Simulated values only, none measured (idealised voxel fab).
Process module in this document: voxel self aligned contacts
Square cells of 5 nm make up the cross-section cut, whose width is 215 nm.
How to read a cross-section here: the picture is a grid of square cells, written as bands going from the top down, and any band can span one or more rows of cells.
In this notation a band is specified by the heights of its top and bottom, in that order and in nm, after which its materials appear from left to right, each paired with its width in nm. The word "full width" attached to a single material means that material fills the band from edge to edge; the word "air" stands for empty space.
Heights are reckoned from 0. Under this level, the received wafer is all of one material. The bottommost band is open-ended downward, for example "top 0, no bottom".
Note: "30->40" means the width goes from the first number (top row of the band) to the second number (bottom row) in equal steps per row of cells.
A step reported as "no change" is a step in which no cell of the cross-section changed.
The list in "Fully enclosed voids" covers empty spaces of 8 cells or more that cannot reach the top through any open way, and it gives each as width x height at distance; the distance is from the left edge, and width, height and distance are in nm.
Formally, on a step line, whatever follows the settings is a remark that the simulator itself makes on the step.
overlay nm: on a step with a mask, how far right of its planned place the mask lay; negative means left.
Here's what the planned process steps look like
1) RECEIVE [material Si]
2) OXIDIZE [depth nm 5]
3) DIRECTIONAL_DEP [material polySi] [thk nm 20]
4) DIRECTIONAL_DEP [material SiN] [thk nm 15]
5) DIRECTIONAL_DEP [material aC] [thk nm 15]
6) PATTERN [tone cover] [mask id GATE] [material resist] [width nm 30] [pitch nm 65] [thk nm 30] [overlay nm 0]
7) DIRECTIONAL_ETCH [etch materials aC] [depth nm 15]
8) STRIP [etch materials resist]
9) DIRECTIONAL_ETCH [etch materials SiN] [depth nm 15]
10) DIRECTIONAL_ETCH [etch materials polySi] [depth nm 20]
11) STRIP [etch materials aC]
12) CONFORMAL_DEP [material SiN] [thk nm 5]
13) DIRECTIONAL_ETCH [etch materials SiN] [depth nm 5]
14) FILL_DEP [material SiO2] [thk nm 15]
15) CMP [height nm 45]
16) DIRECTIONAL_DEP [material aC] [thk nm 10]
17) PATTERN [tone open] [mask id CONTACT] [material resist] [width nm 45] [pitch nm 65] [thk nm 25] [overlay nm 0]
18) DIRECTIONAL_ETCH [etch materials aC] [depth nm 10]
19) STRIP [etch materials resist]
20) DIRECTIONAL_ETCH [etch materials SiO2] [depth nm 50]
21) STRIP [etch materials aC]
22) CONFORMAL_DEP [material TiN] [thk nm 5]
23) FILL_DEP [material W] [thk nm 5]
24) CMP [height nm 45]
25) CONFORMAL_DEP [material SiN] [thk nm 5]
Wafer, first of two, run as planned
Incoming wafer in cross-section (state: after step 1)
* top 0, no bottom | Si full width
* Fully enclosed voids: none
So this is the wafer cross-section right after step 2
* top 0, bottom -5 | SiO2 full width
* Everything below -5 is unchanged.
So this is the wafer cross-section right after step 3
* top 20, bottom 0 | polySi full width
* Everything below 0 is unchanged.
So this is the wafer cross-section right after step 4
* top 35, bottom 20 | SiN full width
* Everything below 20 is unchanged.
So this is the wafer cross-section right after step 5
* top 50, bottom 35 | aC full width
* Everything below 35 is unchanged.
So this is the wafer cross-section right after step 6
* top 80, bottom 50 | 25 nm air, then 30 nm resist, then 35 nm air, then 30 nm resist, then 35 nm air, then 30 nm resist, then 30 nm air
* Everything below 50 is unchanged.
So this is the wafer cross-section right after step 7
* top 65, bottom 50 | 25 nm air, then 30 nm resist, then 35 nm air, then 30 nm resist, then 35 nm air, then 30 nm resist, then 30 nm air
* top 50, bottom 35 | 25 nm air, then 30 nm aC, then 35 nm air, then 30 nm aC, then 35 nm air, then 30 nm aC, then 30 nm air
* Everything below 35 is unchanged.
So this is the wafer cross-section right after step 8
* top 50, bottom 35 | 25 nm air, then 30 nm aC, then 35 nm air, then 30 nm aC, then 35 nm air, then 30 nm aC, then 30 nm air
* Everything below 35 is unchanged.
So this is the wafer cross-section right after step 9
* top 50, bottom 35 | 25 nm air, then 30 nm aC, then 35 nm air, then 30 nm aC, then 35 nm air, then 30 nm aC, then 30 nm air
* top 35, bottom 20 | 25 nm air, then 30 nm SiN, then 35 nm air, then 30 nm SiN, then 35 nm air, then 30 nm SiN, then 30 nm air
* Everything below 20 is unchanged.
So this is the wafer cross-section right after step 10
* top 50, bottom 35 | 25 nm air, then 30 nm aC, then 35 nm air, then 30 nm aC, then 35 nm air, then 30 nm aC, then 30 nm air
* top 35, bottom 20 | 25 nm air, then 30 nm SiN, then 35 nm air, then 30 nm SiN, then 35 nm air, then 30 nm SiN, then 30 nm air
* top 20, bottom 0 | 25 nm air, then 30 nm polySi, then 35 nm air, then 30 nm polySi, then 35 nm air, then 30 nm polySi, then 30 nm air
* Everything below 0 is unchanged.
So this is the wafer cross-section right after step 11
* top 35, bottom 20 | 25 nm air, then 30 nm SiN, then 35 nm air, then 30 nm SiN, then 35 nm air, then 30 nm SiN, then 30 nm air
* Everything below 20 is unchanged.
So this is the wafer cross-section right after step 12
* top 40, bottom 20 | 20 nm air, then 40 nm SiN, then 25 nm air, then 40 nm SiN, then 25 nm air, then 40 nm SiN, then 25 nm air
* top 20, bottom 5 | 20 nm air, then 5 nm SiN, then 30 nm polySi, then 5 nm SiN, then 25 nm air, then 5 nm SiN, then 30 nm polySi, then 5 nm SiN, then 25 nm air, then 5 nm SiN, then 30 nm polySi, then 5 nm SiN, then 25 nm air
* top 5, bottom 0 | 25 nm SiN, then 30 nm polySi, then 35 nm SiN, then 30 nm polySi, then 35 nm SiN, then 30 nm polySi, then 30 nm SiN
* Everything below 0 is unchanged.
So this is the wafer cross-section right after step 13
* top 35, bottom 20 | 20 nm air, then 40 nm SiN, then 25 nm air, then 40 nm SiN, then 25 nm air, then 40 nm SiN, then 25 nm air
* top 20, bottom 0 | 20 nm air, then 5 nm SiN, then 30 nm polySi, then 5 nm SiN, then 25 nm air, then 5 nm SiN, then 30 nm polySi, then 5 nm SiN, then 25 nm air, then 5 nm SiN, then 30 nm polySi, then 5 nm SiN, then 25 nm air
* Everything below 0 is unchanged.
So this is the wafer cross-section right after step 14
* top 50, bottom 35 | SiO2 full width
* top 35, bottom 20 | 20 nm SiO2, then 40 nm SiN, then 25 nm SiO2, then 40 nm SiN, then 25 nm SiO2, then 40 nm SiN, then 25 nm SiO2
* top 20, bottom 0 | 20 nm SiO2, then 5 nm SiN, then 30 nm polySi, then 5 nm SiN, then 25 nm SiO2, then 5 nm SiN, then 30 nm polySi, then 5 nm SiN, then 25 nm SiO2, then 5 nm SiN, then 30 nm polySi, then 5 nm SiN, then 25 nm SiO2
* Everything below 0 is unchanged.
So this is the wafer cross-section right after step 15
* top 45, bottom 35 | SiO2 full width
* Everything below 35 is unchanged.
So this is the wafer cross-section right after step 16
* top 55, bottom 45 | aC full width
* Everything below 45 is unchanged.
So this is the wafer cross-section right after step 17
* top 80, bottom 55 | 50 nm resist, then 45 nm air, then 20 nm resist, then 45 nm air, then 55 nm resist
* Everything below 55 is unchanged.
So this is the wafer cross-section right after step 18
* top 70, bottom 55 | 50 nm resist, then 45 nm air, then 20 nm resist, then 45 nm air, then 55 nm resist
* top 55, bottom 45 | 50 nm aC, then 45 nm air, then 20 nm aC, then 45 nm air, then 55 nm aC
* Everything below 45 is unchanged.
So this is the wafer cross-section right after step 19
* top 55, bottom 45 | 50 nm aC, then 45 nm air, then 20 nm aC, then 45 nm air, then 55 nm aC
* Everything below 45 is unchanged.
So this is the wafer cross-section right after step 20
* top 55, bottom 45 | 50 nm aC, then 45 nm air, then 20 nm aC, then 45 nm air, then 55 nm aC
* top 45, bottom 35 | 50 nm SiO2, then 45 nm air, then 20 nm SiO2, then 45 nm air, then 55 nm SiO2
* top 35, bottom 20 | 20 nm SiO2, then 40 nm SiN, then 25 nm air, then 40 nm SiN, then 25 nm air, then 40 nm SiN, then 25 nm SiO2
* top 20, bottom 0 | 20 nm SiO2, then 5 nm SiN, then 30 nm polySi, then 5 nm SiN, then 25 nm air, then 5 nm SiN, then 30 nm polySi, then 5 nm SiN, then 25 nm air, then 5 nm SiN, then 30 nm polySi, then 5 nm SiN, then 25 nm SiO2
* top 0, bottom -5 | 60 nm SiO2, then 25 nm air, then 40 nm SiO2, then 25 nm air, then 65 nm SiO2
* Everything below -5 is unchanged.
So this is the wafer cross-section right after step 21
* top 45, bottom 35 | 50 nm SiO2, then 45 nm air, then 20 nm SiO2, then 45 nm air, then 55 nm SiO2
* Everything below 35 is unchanged.
So this is the wafer cross-section right after step 22
* top 50, bottom 45 | 55 nm TiN, then 35 nm air, then 30 nm TiN, then 35 nm air, then 60 nm TiN
* top 45, bottom 35 | 50 nm SiO2, then 5->15 nm TiN, then 35->15 nm air, then 5->15 nm TiN, then 20 nm SiO2, then 5->15 nm TiN, then 35->15 nm air, then 5->15 nm TiN, then 55 nm SiO2
* top 35, bottom 20 | 20 nm SiO2, then 40 nm SiN, then 5 nm TiN, then 15 nm air, then 5 nm TiN, then 40 nm SiN, then 5 nm TiN, then 15 nm air, then 5 nm TiN, then 40 nm SiN, then 25 nm SiO2
* top 20, bottom 0 | 20 nm SiO2, then 5 nm SiN, then 30 nm polySi, then 5 nm SiN, then 5 nm TiN, then 15 nm air, then 5 nm TiN, then 5 nm SiN, then 30 nm polySi, then 5 nm SiN, then 5 nm TiN, then 15 nm air, then 5 nm TiN, then 5 nm SiN, then 30 nm polySi, then 5 nm SiN, then 25 nm SiO2
* top 0, bottom -5 | 60 nm SiO2, then 25 nm TiN, then 40 nm SiO2, then 25 nm TiN, then 65 nm SiO2
* Everything below -5 is unchanged.
So this is the wafer cross-section right after step 23
* top 55, bottom 50 | W full width
* top 50, bottom 45 | 55 nm TiN, then 35 nm W, then 30 nm TiN, then 35 nm W, then 60 nm TiN
* top 45, bottom 35 | 50 nm SiO2, then 5->15 nm TiN, then 35->15 nm W, then 5->15 nm TiN, then 20 nm SiO2, then 5->15 nm TiN, then 35->15 nm W, then 5->15 nm TiN, then 55 nm SiO2
* top 35, bottom 20 | 20 nm SiO2, then 40 nm SiN, then 5 nm TiN, then 15 nm W, then 5 nm TiN, then 40 nm SiN, then 5 nm TiN, then 15 nm W, then 5 nm TiN, then 40 nm SiN, then 25 nm SiO2
* top 20, bottom 0 | 20 nm SiO2, then 5 nm SiN, then 30 nm polySi, then 5 nm SiN, then 5 nm TiN, then 15 nm W, then 5 nm TiN, then 5 nm SiN, then 30 nm polySi, then 5 nm SiN, then 5 nm TiN, then 15 nm W, then 5 nm TiN, then 5 nm SiN, then 30 nm polySi, then 5 nm SiN, then 25 nm SiO2
* Everything below 0 is unchanged.
So this is the wafer cross-section right after step 24
* top 45, bottom 35 | 50 nm SiO2, then 5->15 nm TiN, then 35->15 nm W, then 5->15 nm TiN, then 20 nm SiO2, then 5->15 nm TiN, then 35->15 nm W, then 5->15 nm TiN, then 55 nm SiO2
* Everything below 35 is unchanged.
So this is the wafer cross-section right after step 25
* top 50, bottom 45 | SiN full width
* Everything below 45 is unchanged.
What follows concerns the second wafer, which started out like the first and was meant to follow the very same plan; one mistake crept in when it was run, but everything up to and including step 2 is the same as for the first wafer
The second wafer cut through, at the time step 3 was supposed to be finished
* top 15, bottom 0 | polySi full width
* Everything below 0 is unchanged.
The second wafer cut through, at the time step 4 was supposed to be finished
* top 30, bottom 15 | SiN full width
* Everything below 15 is unchanged.
The second wafer cut through, at the time step 5 was supposed to be finished
* top 45, bottom 30 | aC full width
* Everything below 30 is unchanged.
The second wafer cut through, at the time step 6 was supposed to be finished
* top 75, bottom 45 | 25 nm air, then 30 nm resist, then 35 nm air, then 30 nm resist, then 35 nm air, then 30 nm resist, then 30 nm air
* Everything below 45 is unchanged.
The second wafer cut through, at the time step 7 was supposed to be finished
* top 60, bottom 45 | 25 nm air, then 30 nm resist, then 35 nm air, then 30 nm resist, then 35 nm air, then 30 nm resist, then 30 nm air
* top 45, bottom 30 | 25 nm air, then 30 nm aC, then 35 nm air, then 30 nm aC, then 35 nm air, then 30 nm aC, then 30 nm air
* Everything below 30 is unchanged.
The second wafer cut through, at the time step 8 was supposed to be finished
* top 45, bottom 30 | 25 nm air, then 30 nm aC, then 35 nm air, then 30 nm aC, then 35 nm air, then 30 nm aC, then 30 nm air
* Everything below 30 is unchanged.
The second wafer cut through, at the time step 9 was supposed to be finished
* top 45, bottom 30 | 25 nm air, then 30 nm aC, then 35 nm air, then 30 nm aC, then 35 nm air, then 30 nm aC, then 30 nm air
* top 30, bottom 15 | 25 nm air, then 30 nm SiN, then 35 nm air, then 30 nm SiN, then 35 nm air, then 30 nm SiN, then 30 nm air
* Everything below 15 is unchanged.
The second wafer cut through, at the time step 10 was supposed to be finished
* top 45, bottom 30 | 25 nm air, then 30 nm aC, then 35 nm air, then 30 nm aC, then 35 nm air, then 30 nm aC, then 30 nm air
* top 30, bottom 15 | 25 nm air, then 30 nm SiN, then 35 nm air, then 30 nm SiN, then 35 nm air, then 30 nm SiN, then 30 nm air
* top 15, bottom 0 | 25 nm air, then 30 nm polySi, then 35 nm air, then 30 nm polySi, then 35 nm air, then 30 nm polySi, then 30 nm air
* Everything below 0 is unchanged.
The second wafer cut through, at the time step 11 was supposed to be finished
* top 30, bottom 15 | 25 nm air, then 30 nm SiN, then 35 nm air, then 30 nm SiN, then 35 nm air, then 30 nm SiN, then 30 nm air
* Everything below 15 is unchanged.
The second wafer cut through, at the time step 12 was supposed to be finished
* top 35, bottom 15 | 20 nm air, then 40 nm SiN, then 25 nm air, then 40 nm SiN, then 25 nm air, then 40 nm SiN, then 25 nm air
* top 15, bottom 5 | 20 nm air, then 5 nm SiN, then 30 nm polySi, then 5 nm SiN, then 25 nm air, then 5 nm SiN, then 30 nm polySi, then 5 nm SiN, then 25 nm air, then 5 nm SiN, then 30 nm polySi, then 5 nm SiN, then 25 nm air
* top 5, bottom 0 | 25 nm SiN, then 30 nm polySi, then 35 nm SiN, then 30 nm polySi, then 35 nm SiN, then 30 nm polySi, then 30 nm SiN
* Everything below 0 is unchanged.
The second wafer cut through, at the time step 13 was supposed to be finished
* top 30, bottom 15 | 20 nm air, then 40 nm SiN, then 25 nm air, then 40 nm SiN, then 25 nm air, then 40 nm SiN, then 25 nm air
* top 15, bottom 0 | 20 nm air, then 5 nm SiN, then 30 nm polySi, then 5 nm SiN, then 25 nm air, then 5 nm SiN, then 30 nm polySi, then 5 nm SiN, then 25 nm air, then 5 nm SiN, then 30 nm polySi, then 5 nm SiN, then 25 nm air
* Everything below 0 is unchanged.
The second wafer cut through, at the time step 14 was supposed to be finished
* top 45, bottom 30 | SiO2 full width
* top 30, bottom 15 | 20 nm SiO2, then 40 nm SiN, then 25 nm SiO2, then 40 nm SiN, then 25 nm SiO2, then 40 nm SiN, then 25 nm SiO2
* top 15, bottom 0 | 20 nm SiO2, then 5 nm SiN, then 30 nm polySi, then 5 nm SiN, then 25 nm SiO2, then 5 nm SiN, then 30 nm polySi, then 5 nm SiN, then 25 nm SiO2, then 5 nm SiN, then 30 nm polySi, then 5 nm SiN, then 25 nm SiO2
* Everything below 0 is unchanged.
The second wafer cut through, at the time step 15 was supposed to be finished: no change
The second wafer cut through, at the time step 16 was supposed to be finished
* top 55, bottom 45 | aC full width
* Everything below 45 is unchanged.
The second wafer cut through, at the time step 17 was supposed to be finished
* top 80, bottom 55 | 50 nm resist, then 45 nm air, then 20 nm resist, then 45 nm air, then 55 nm resist
* Everything below 55 is unchanged.
The second wafer cut through, at the time step 18 was supposed to be finished
* top 70, bottom 55 | 50 nm resist, then 45 nm air, then 20 nm resist, then 45 nm air, then 55 nm resist
* top 55, bottom 45 | 50 nm aC, then 45 nm air, then 20 nm aC, then 45 nm air, then 55 nm aC
* Everything below 45 is unchanged.
The second wafer cut through, at the time step 19 was supposed to be finished
* top 55, bottom 45 | 50 nm aC, then 45 nm air, then 20 nm aC, then 45 nm air, then 55 nm aC
* Everything below 45 is unchanged.
The second wafer cut through, at the time step 20 was supposed to be finished
* top 55, bottom 45 | 50 nm aC, then 45 nm air, then 20 nm aC, then 45 nm air, then 55 nm aC
* top 45, bottom 30 | 50 nm SiO2, then 45 nm air, then 20 nm SiO2, then 45 nm air, then 55 nm SiO2
* top 30, bottom 15 | 20 nm SiO2, then 40 nm SiN, then 25 nm air, then 40 nm SiN, then 25 nm air, then 40 nm SiN, then 25 nm SiO2
* top 15, bottom 0 | 20 nm SiO2, then 5 nm SiN, then 30 nm polySi, then 5 nm SiN, then 25 nm air, then 5 nm SiN, then 30 nm polySi, then 5 nm SiN, then 25 nm air, then 5 nm SiN, then 30 nm polySi, then 5 nm SiN, then 25 nm SiO2
* top 0, bottom -5 | 60 nm SiO2, then 25 nm air, then 40 nm SiO2, then 25 nm air, then 65 nm SiO2
* Everything below -5 is unchanged.
The second wafer cut through, at the time step 21 was supposed to be finished
* top 45, bottom 30 | 50 nm SiO2, then 45 nm air, then 20 nm SiO2, then 45 nm air, then 55 nm SiO2
* Everything below 30 is unchanged.
The second wafer cut through, at the time step 22 was supposed to be finished
* top 50, bottom 45 | 55 nm TiN, then 35 nm air, then 30 nm TiN, then 35 nm air, then 60 nm TiN
* top 45, bottom 35 | 50 nm SiO2, then 5 nm TiN, then 35 nm air, then 5 nm TiN, then 20 nm SiO2, then 5 nm TiN, then 35 nm air, then 5 nm TiN, then 55 nm SiO2
* top 35, bottom 30 | 50 nm SiO2, then 15 nm TiN, then 15 nm air, then 15 nm TiN, then 20 nm SiO2, then 15 nm TiN, then 15 nm air, then 15 nm TiN, then 55 nm SiO2
* top 30, bottom 15 | 20 nm SiO2, then 40 nm SiN, then 5 nm TiN, then 15 nm air, then 5 nm TiN, then 40 nm SiN, then 5 nm TiN, then 15 nm air, then 5 nm TiN, then 40 nm SiN, then 25 nm SiO2
* top 15, bottom 0 | 20 nm SiO2, then 5 nm SiN, then 30 nm polySi, then 5 nm SiN, then 5 nm TiN, then 15 nm air, then 5 nm TiN, then 5 nm SiN, then 30 nm polySi, then 5 nm SiN, then 5 nm TiN, then 15 nm air, then 5 nm TiN, then 5 nm SiN, then 30 nm polySi, then 5 nm SiN, then 25 nm SiO2
* top 0, bottom -5 | 60 nm SiO2, then 25 nm TiN, then 40 nm SiO2, then 25 nm TiN, then 65 nm SiO2
* Everything below -5 is unchanged.
The second wafer cut through, at the time step 23 was supposed to be finished
* top 55, bottom 50 | W full width
* top 50, bottom 45 | 55 nm TiN, then 35 nm W, then 30 nm TiN, then 35 nm W, then 60 nm TiN
* top 45, bottom 35 | 50 nm SiO2, then 5 nm TiN, then 35 nm W, then 5 nm TiN, then 20 nm SiO2, then 5 nm TiN, then 35 nm W, then 5 nm TiN, then 55 nm SiO2
* top 35, bottom 30 | 50 nm SiO2, then 15 nm TiN, then 15 nm W, then 15 nm TiN, then 20 nm SiO2, then 15 nm TiN, then 15 nm W, then 15 nm TiN, then 55 nm SiO2
* top 30, bottom 15 | 20 nm SiO2, then 40 nm SiN, then 5 nm TiN, then 15 nm W, then 5 nm TiN, then 40 nm SiN, then 5 nm TiN, then 15 nm W, then 5 nm TiN, then 40 nm SiN, then 25 nm SiO2
* top 15, bottom 0 | 20 nm SiO2, then 5 nm SiN, then 30 nm polySi, then 5 nm SiN, then 5 nm TiN, then 15 nm W, then 5 nm TiN, then 5 nm SiN, then 30 nm polySi, then 5 nm SiN, then 5 nm TiN, then 15 nm W, then 5 nm TiN, then 5 nm SiN, then 30 nm polySi, then 5 nm SiN, then 25 nm SiO2
* Everything below 0 is unchanged.
The second wafer cut through, at the time step 24 was supposed to be finished
* top 45, bottom 35 | 50 nm SiO2, then 5 nm TiN, then 35 nm W, then 5 nm TiN, then 20 nm SiO2, then 5 nm TiN, then 35 nm W, then 5 nm TiN, then 55 nm SiO2
* Everything below 35 is unchanged.
The second wafer cut through, at the time step 25 was supposed to be finished
* top 50, bottom 45 | SiN full width
* Everything below 45 is unchanged.
What broke from the plan during processing? for step 3, the planned setting was not used; the step was instead run as DIRECTIONAL_DEP [material polySi] [thk nm 15]
Looking at both finished wafers in cells, the second ends up ahead of or behind the first on some materials: 6 fewer of SiN; 16 more of SiO2; 8 more of W; 18 fewer of polySi
